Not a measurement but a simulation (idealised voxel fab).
The following process module bears the name voxel local oxidation.
In the cross-section labelled cut, the width is 190 nm and each square cell is 5 nm.
Each cross-section below is a grid of square cells, stated as bands in top-down order, with one or more rows of cells making up each band. Top height, bottom height, nm. Materials left to right, width each, nm. Single material + "all across" = fills band edge to edge. "empty" = empty. Heights are reckoned from 0. Under this level, the received wafer is all of one material. The bottommost band is open-ended downward, for example "0 and below". The expression "30->40" gives the width at the extremes of the band, the first number at its top row of cells and the second at its bottom row, with the width changing by equal amounts from each row to the next in between. No cell of the cross-section changed in a step that is given as "nothing got changed". Reported under the label "Sealed cavities" are the empty spaces having no open way to the top and comprising 8 cells or more; the notation for each is width x height at distance, in which the distance is measured from the left edge and all three values are in nm. Post-settings text on a step line: simulator's own remark regarding the step. overlay nm: for a step with a mask, the amount by which the mask lay right of where it was planned; a negative amount means left of it.

**Planned step list for the process**
1) RECEIVE (material Si)
2) CONFORMAL_DEP (material SiO2; thk nm 5)
3) CONFORMAL_DEP (material SiN; thk nm 15)
4) MASKED_ETCH (tone cover; mask id ACTIVE; width nm 105; etch materials SiN; depth nm 15; overlay nm -15)
5) SELECTIVE_ETCH (etch materials SiO2; depth nm 5)
6) OXIDIZE (depth nm 10)
7) STRIP (etch materials SiN)
Don't read the plan's overlay nm for step 4 as applying to every wafer: that's the first wafer's value, and the wafers differ in it, though they all start identical.

**Cross-section: the first of several wafers in its as-received state, i.e. following step 1**
    0 and below = Si all across
    Sealed cavities: none

**Where each wafer stands at the end of the module, a row apiece: cells of each material gained (+) or lost (-) since it was received, then closed voids**
overlay nm -15 | -46 Si | +65 SiO2 | Sealed cavities: none
overlay nm -10 | -46 Si | +65 SiO2 | Sealed cavities: none
overlay nm -5 | -46 Si | +65 SiO2 | Sealed cavities: none
overlay nm 0 | -46 Si | +65 SiO2 | Sealed cavities: none
overlay nm 5 | -46 Si | +65 SiO2 | Sealed cavities: none
overlay nm 10 | -46 Si | +65 SiO2 | Sealed cavities: none
overlay nm 15 | -46 Si | +65 SiO2 | Sealed cavities: none
